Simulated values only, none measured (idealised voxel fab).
Process module under the name voxel plated lines
The cross-section on display is named cut; it measures 230 nm wide, and its cells are 5 nm squares.
Cross-section layout: square cells on a grid; listed as bands, top to bottom; a band spans one or more cell rows.
Per band: top height and bottom height in nm, followed by the left-to-right materials and their widths in nm; "throughout" marks a single material spanning edge to edge, "air" marks empty space.
Ref level 0: as-received wafer is one material below here. Bottom band extends down with no lower bound ("from 0 down").
The width entry "30->40" should be interpreted row by row: the top row of cells in the band takes the first number, the bottom row takes the second number, and the change between adjacent rows is uniform throughout.
Any step labelled "left unchanged" changed none of the cells in the cross-section.
Sealed internal cavities: empty space of 8 cells or more with no open way to the top, each as width x height at its distance from the left edge, in nm
Post-settings text on a step line: simulator's own remark regarding the step.
For masked steps, "overlay nm" on the step line gives how far right of plan the mask actually lay; a minus sign means it lay to the left.

-- This section lists the process steps that were planned
- 1: RECEIVE, material Si
- 2: CONFORMAL_DEP, material Al2O3, thk nm 5
- 3: DIRECTIONAL_DEP, material TiN, thk nm 5
- 4: PATTERN, tone open, mask id LINES, material resist, width nm 20, pitch nm 45, thk nm 35, overlay nm 0
- 5: EPI, material Ru, thk nm 10
- 6: EPI, material Ru, thk nm 5
- 7: EPI, material Ru, thk nm 5
- 8: STRIP, etch materials resist
- 9: DIRECTIONAL_ETCH, etch materials TiN, depth nm 5
- 10: CONFORMAL_DEP, material SiO2, thk nm 5

-- The first of the two wafers, which ran as planned

-- as received, after step 1
from 0 down | Si throughout
Sealed internal cavities: none

-- Cross-section of the wafer subsequent to step 2
from 5 to 0 | Al2O3 throughout
Heights below 0 show no change.

-- Cross-section of the wafer subsequent to step 3
from 10 to 5 | TiN throughout
Heights below 5 show no change.

-- Cross-section of the wafer subsequent to step 4
from 45 to 10 | resist (35), air (20), resist (25), air (20), resist (25), air (20), resist (25), air (20), resist (40)
Heights below 10 show no change.

-- Cross-section of the wafer subsequent to step 5
from 45 to 20 | resist (35), air (20), resist (25), air (20), resist (25), air (20), resist (25), air (20), resist (40)
from 20 to 10 | resist (35), Ru (20), resist (25), Ru (20), resist (25), Ru (20), resist (25), Ru (20), resist (40)
Heights below 10 show no change.

-- Cross-section of the wafer subsequent to step 6
from 45 to 25 | resist (35), air (20), resist (25), air (20), resist (25), air (20), resist (25), air (20), resist (40)
from 25 to 10 | resist (35), Ru (20), resist (25), Ru (20), resist (25), Ru (20), resist (25), Ru (20), resist (40)
Heights below 10 show no change.

-- Cross-section of the wafer subsequent to step 7
from 45 to 30 | resist (35), air (20), resist (25), air (20), resist (25), air (20), resist (25), air (20), resist (40)
from 30 to 10 | resist (35), Ru (20), resist (25), Ru (20), resist (25), Ru (20), resist (25), Ru (20), resist (40)
Heights below 10 show no change.

-- Cross-section of the wafer subsequent to step 8
from 30 to 10 | air (35), Ru (20), air (25), Ru (20), air (25), Ru (20), air (25), Ru (20), air (40)
Heights below 10 show no change.

-- Cross-section of the wafer subsequent to step 9
from 30 to 10 | air (35), Ru (20), air (25), Ru (20), air (25), Ru (20), air (25), Ru (20), air (40)
from 10 to 5 | air (35), TiN (20), air (25), TiN (20), air (25), TiN (20), air (25), TiN (20), air (40)
Heights below 5 show no change.

-- Cross-section of the wafer subsequent to step 10
from 35 to 30 | air (30), SiO2 (30), air (15), SiO2 (30), air (15), SiO2 (30), air (15), SiO2 (30), air (35)
from 30 to 10 | air (30), SiO2 (5), Ru (20), SiO2 (5), air (15), SiO2 (5), Ru (20), SiO2 (5), air (15), SiO2 (5), Ru (20), SiO2 (5), air (15), SiO2 (5), Ru (20), SiO2 (5), air (35)
from 10 to 5 | SiO2 (35), TiN (20), SiO2 (25), TiN (20), SiO2 (25), TiN (20), SiO2 (25), TiN (20), SiO2 (40)
Heights below 5 show no change.

-- The Second Wafer: Common Origin and Plan, One Mistake in Execution, Identical to the First Through Step 3

-- Cross-section, second wafer, at the end time the plan gives for step 4
from 45 to 10 | resist (30), air (30), resist (15), air (30), resist (15), air (30), resist (15), air (30), resist (35)
Heights below 10 show no change.

-- Cross-section, second wafer, at the end time the plan gives for step 5
from 45 to 20 | resist (30), air (30), resist (15), air (30), resist (15), air (30), resist (15), air (30), resist (35)
from 20 to 10 | resist (30), Ru (30), resist (15), Ru (30), resist (15), Ru (30), resist (15), Ru (30), resist (35)
Heights below 10 show no change.

-- Cross-section, second wafer, at the end time the plan gives for step 6
from 45 to 25 | resist (30), air (30), resist (15), air (30), resist (15), air (30), resist (15), air (30), resist (35)
from 25 to 10 | resist (30), Ru (30), resist (15), Ru (30), resist (15), Ru (30), resist (15), Ru (30), resist (35)
Heights below 10 show no change.

-- Cross-section, second wafer, at the end time the plan gives for step 7
from 45 to 30 | resist (30), air (30), resist (15), air (30), resist (15), air (30), resist (15), air (30), resist (35)
from 30 to 10 | resist (30), Ru (30), resist (15), Ru (30), resist (15), Ru (30), resist (15), Ru (30), resist (35)
Heights below 10 show no change.

-- Cross-section, second wafer, at the end time the plan gives for step 8
from 30 to 10 | air (30), Ru (30), air (15), Ru (30), air (15), Ru (30), air (15), Ru (30), air (35)
Heights below 10 show no change.

-- Cross-section, second wafer, at the end time the plan gives for step 9
from 30 to 10 | air (30), Ru (30), air (15), Ru (30), air (15), Ru (30), air (15), Ru (30), air (35)
from 10 to 5 | air (30), TiN (30), air (15), TiN (30), air (15), TiN (30), air (15), TiN (30), air (35)
Heights below 5 show no change.

-- Cross-section, second wafer, at the end time the plan gives for step 10
from 35 to 30 | air (25), SiO2 (40), air (5), SiO2 (40), air (5), SiO2 (40), air (5), SiO2 (40), air (30)
from 30 to 10 | air (25), SiO2 (5), Ru (30), SiO2 (5), air (5), SiO2 (5), Ru (30), SiO2 (5), air (5), SiO2 (5), Ru (30), SiO2 (5), air (5), SiO2 (5), Ru (30), SiO2 (5), air (30)
from 10 to 5 | SiO2 (30), TiN (30), SiO2 (15), TiN (30), SiO2 (15), TiN (30), SiO2 (15), TiN (30), SiO2 (35)
Heights below 5 show no change.
Which mistake was made when the wafer was run? rather than as planned, step 4 actually ran as PATTERN, tone open, mask id LINES, material resist, width nm 30, pitch nm 45, thk nm 35, overlay nm 0
End check, counted in cells, second wafer has more or fewer of these materials than the first: 32 more of Ru; 8 more of TiN
